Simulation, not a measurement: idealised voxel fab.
Process module name: voxel self aligned vias
Section cut is 270 nm wide and gridded with 5 nm square cells.
Just so we're on the same page, the cross-sections are grids of square cells, and they're listed out in bands top to bottom, each band one or more rows deep. It is stipulated that each band's entry specify, in nanometres, the height of the top of the band and then that of its bottom, followed by the materials of the band in left-to-right sequence, each together with its width in nanometres. A single material marked by the word "full width" is understood to fill the band from edge to edge; the word "air" is understood to denote empty space. It should be noted that heights are counted from 0, beneath which the wafer as supplied is of one material throughout, and that the lowest band possesses no lower boundary but continues downward, as written in "z 0 and below". Quick explanation for "30..40": the width changes in equal steps down the rows of cells, from the first number in the band's top row to the second number in its bottom row. Key: "nothing was modified" - step with no changed cell in the cross-section. Empty spaces without an open route to the top, at least 8 cells in extent, make up the entry "closed voids"; each is given as width x height at distance, where the distance is measured from the left edge, and all are in nm. Where a step's line continues beyond its settings, the continuation is a remark by the simulator itself on that step. For masked steps, "overlay nm" on the step line gives how far right of plan the mask actually lay; a minus sign means it lay to the left.

-- Planned process steps
1 op RECEIVE | material Si
2 op CONFORMAL_DEP | material SiO2 | thk nm 15
3 op CONFORMAL_DEP | material SiCN | thk nm 5
4 op DIRECTIONAL_DEP | material lowk | thk nm 30
5 op DIRECTIONAL_DEP | material aC | thk nm 10
6 op PATTERN | tone open | mask id LINES | material resist | width nm 20 | pitch nm 50 | thk nm 30 | overlay nm 0
7 op DIRECTIONAL_ETCH | etch materials aC | depth nm 10
8 op STRIP | etch materials resist
9 op DIRECTIONAL_ETCH | etch materials lowk | depth nm 30
10 op STRIP | etch materials aC
11 op CONFORMAL_DEP | material TiN | thk nm 5
12 op FILL_DEP | material Ru | thk nm 10
13 op CMP | height nm 50
14 op SELECTIVE_ETCH | etch materials W Ru TiN | depth nm 10
15 op FILL_DEP | material SiN | thk nm 5
16 op CMP | height nm 50
17 op DIRECTIONAL_DEP | material lowk | thk nm 20
18 op DIRECTIONAL_DEP | material aC | thk nm 15
19 op PATTERN | tone open | mask id VIAS | material resist | width nm 30 | pitch nm 50 | thk nm 35 | overlay nm 0
20 op DIRECTIONAL_ETCH | etch materials aC | depth nm 15
21 op STRIP | etch materials resist
22 op DIRECTIONAL_ETCH | etch materials lowk | depth nm 20
23 op DIRECTIONAL_ETCH | etch materials SiN | depth nm 10
24 op STRIP | etch materials aC
25 op CONFORMAL_DEP | material TiN | thk nm 5
26 op FILL_DEP | material W | thk nm 10
27 op CMP | height nm 70
28 op CONFORMAL_DEP | material SiN | thk nm 5

-- As-received wafer cross-section (after step 1)
    z 0 and below  Si full width
    closed voids: none

-- Starting structure and process plan are as shown above, but one mistake was made in running the module; the wafer cross-section at the end of the module follows
    z 75 to 70  SiN full width
    z 70 to 50  95 nm lowk | 5 nm TiN | 20 nm W | 5 nm TiN | 20 nm lowk | 5 nm TiN | 20 nm W | 5 nm TiN | 95 nm lowk
    z 50 to 45  95 nm lowk | 10 nm TiN | 10 nm W | 10 nm TiN | 20 nm lowk | 10 nm TiN | 10 nm W | 10 nm TiN | 95 nm lowk
    z 45 to 40  100 nm lowk | 20 nm TiN | 30 nm lowk | 20 nm TiN | 100 nm lowk
    z 40 to 25  100 nm lowk | 5 nm TiN | 10 nm Ru | 5 nm TiN | 30 nm lowk | 5 nm TiN | 10 nm Ru | 5 nm TiN | 100 nm lowk
    z 25 to 20  100 nm lowk | 20 nm TiN | 30 nm lowk | 20 nm TiN | 100 nm lowk
    z 20 to 15  SiCN full width
    z 15 to 0  SiO2 full width
    z 0 and below  Si full width
    closed voids: none
Heads up, the wafer didn't run the way we planned it: heads up, step 22 didn't go per plan, it actually ran as op DIRECTIONAL_ETCH | etch materials lowk | depth nm 25
